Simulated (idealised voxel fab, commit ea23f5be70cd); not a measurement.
The following is a process module called voxel self aligned vias.
This is section cut - it's 280 nm across, gridded in 5 nm square cells.
Square cells in a grid make up a cross-section in this document, and the grid is given as bands, listed from the top down, each one or more rows of cells. Look at the band entry: it leads with the top's height and the bottom's height in nm. Then it lists the materials left to right, with a width in nm for each. The word "throughout" on a single material says that material fills the band edge to edge. The word "air" is empty space. Heights are expressed relative to 0, this being the level below which the as-received wafer comprises one material exclusively. The lowest band is unbounded in the downward direction and is denoted as in "0 and below". The width entry "30..40" should be interpreted row by row: the top row of cells in the band takes the first number, the bottom row takes the second number, and the change between adjacent rows is uniform throughout. Where the words "same as before" appear for a step, the cross-section shows no cell changed by that step; every cell remained as before. The entry "Enclosed voids" lists the empty spaces that cover at least 8 cells and have no open path to the top. Each is written as width x height at distance, where the distance is measured from the left edge and all three values are in nm. Formally, on a step line, whatever follows the settings is a remark that the simulator itself makes on the step. The optional step-line setting "overlay nm" applies to steps with a mask and quantifies how far to the right of its planned location the mask lay, a negative value indicating leftward placement.

**List of planned process steps**
1,op RECEIVE | material Si
2,op CONFORMAL_DEP | material SiO2 | thk nm 10
3,op CONFORMAL_DEP | material SiCN | thk nm 5
4,op DIRECTIONAL_DEP | material lowk | thk nm 25
5,op MASKED_ETCH | tone open | mask id LINES | width nm 20 | pitch nm 50 | etch materials lowk | depth nm 25 | overlay nm 0
6,op CONFORMAL_DEP | material TiN | thk nm 5
7,op FILL_DEP | material Ru | thk nm 10
8,op CMP | height nm 40
9,op SELECTIVE_ETCH | etch materials W Ru TiN | depth nm 5
10,op FILL_DEP | material SiN | thk nm 5
11,op CMP | height nm 40
12,op DIRECTIONAL_DEP | material lowk | thk nm 20
13,op DIRECTIONAL_DEP | material aC | thk nm 15
14,op PATTERN | tone open | mask id VIAS | material resist | width nm 30 | pitch nm 100 | thk nm 30 | overlay nm 0
15,op DIRECTIONAL_ETCH | etch materials aC | depth nm 15
16,op STRIP | etch materials resist
17,op DIRECTIONAL_ETCH | etch materials lowk | depth nm 20
18,op DIRECTIONAL_ETCH | etch materials SiN | depth nm 5
19,op STRIP | etch materials aC
20,op CONFORMAL_DEP | material TiN | thk nm 5
21,op FILL_DEP | material Ru | thk nm 5
22,op CMP | height nm 60
23,op CONFORMAL_DEP | material SiN | thk nm 5

**Received-state cross-section, reflecting completion of step 1**
- 0 and below: Si throughout
- Enclosed voids: none

**This is how the wafer looks in cross-section once the module is done, given the starting state and plan above and one mistake in carrying the plan out**
- 65 down to 60: SiN throughout
- 60 down to 40: lowk: 75; TiN: 5; Ru: 20; TiN: 5; lowk: 70; TiN: 5; Ru: 20; TiN: 5; lowk: 75
- 40 down to 35: lowk: 75; TiN: 30; lowk: 20; SiN: 30; lowk: 20; TiN: 30; lowk: 75
- 35 down to 20: lowk: 75; TiN: 5; Ru: 20; TiN: 5; lowk: 20; TiN: 5; Ru: 20; TiN: 5; lowk: 20; TiN: 5; Ru: 20; TiN: 5; lowk: 75
- 20 down to 15: lowk: 75; TiN: 30; lowk: 20; TiN: 30; lowk: 20; TiN: 30; lowk: 75
- 15 down to 10: SiCN throughout
- 10 down to 0: SiO2 throughout
- 0 and below: Si throughout
- Enclosed voids: none
In executing the process, a mistake was made relative to the plan: contrary to plan, step 5 was performed as op MASKED_ETCH | tone open | mask id LINES | width nm 30 | pitch nm 50 | etch materials lowk | depth nm 25 | overlay nm 0
